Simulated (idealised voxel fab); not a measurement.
process module | voxel spacer lines
cross-section cut | 255 nm wide | cells 5 nm
A cross-section is a grid of square cells, given in bands from the top down. A band is one or more rows of cells.
Each band's line starts with the height of the band's top and of its bottom, in nm. Then come its materials from left to right, each with its width in nm. One material with "throughout" fills the band from edge to edge. "air" is empty space.
Height 0 is the level under which the wafer as received is all one material. The lowest band goes on downwards, as in "0 down".
A width such as "30 to 40" changes by the same amount from each row of cells to the next, from the band's top row to its bottom row.
"no change" after a step means that no cell of the cross-section changed.
closed voids: empty space of 8 cells or more with no open way to the top, each as width x height at its distance from the left edge, in nm
after a step's settings: what the simulator itself notes on the step
overlay nm, on a step with a mask: how far to the right of its planned place the mask lay; to the left if negative
plan
1 op RECEIVE | material Si
2 op CONFORMAL_DEP | material Al2O3 | thk nm 5
3 op DIRECTIONAL_DEP | material SiN | thk nm 10
4 op DIRECTIONAL_DEP | material aC | thk nm 25
5 op PATTERN | tone cover | mask id MANDREL | material resist | width nm 20 | pitch nm 60 | thk nm 35 | overlay nm 0
6 op DIRECTIONAL_ETCH | etch materials aC | depth nm 25
7 op STRIP | etch materials resist
8 op CONFORMAL_DEP | material SiO2 | thk nm 10
9 op DIRECTIONAL_ETCH | etch materials SiO2 | depth nm 10
10 op STRIP | etch materials aC
11 op DIRECTIONAL_ETCH | etch materials SiN | depth nm 10
12 op STRIP | etch materials SiO2
13 op FILL_DEP | material SiO2 | thk nm 10
14 op CMP | height nm 15
as received, after step 1
  0 down: Si throughout
  closed voids: none
a wafer at the end: this start, this plan, one mistake
  15 to 5: SiO2 45 | SiN 10 | SiO2 25 | SiN 10 | SiO2 15 | SiN 10 | SiO2 25 | SiN 10 | SiO2 15 | SiN 10 | SiO2 25 | SiN 10 | SiO2 45
  5 to 0: Al2O3 throughout
  0 down: Si throughout
  closed voids: none
what went wrong: step 5 ran as: op PATTERN | tone cover | mask id MANDREL | material resist | width nm 25 | pitch nm 60 | thk nm 35 | overlay nm 0
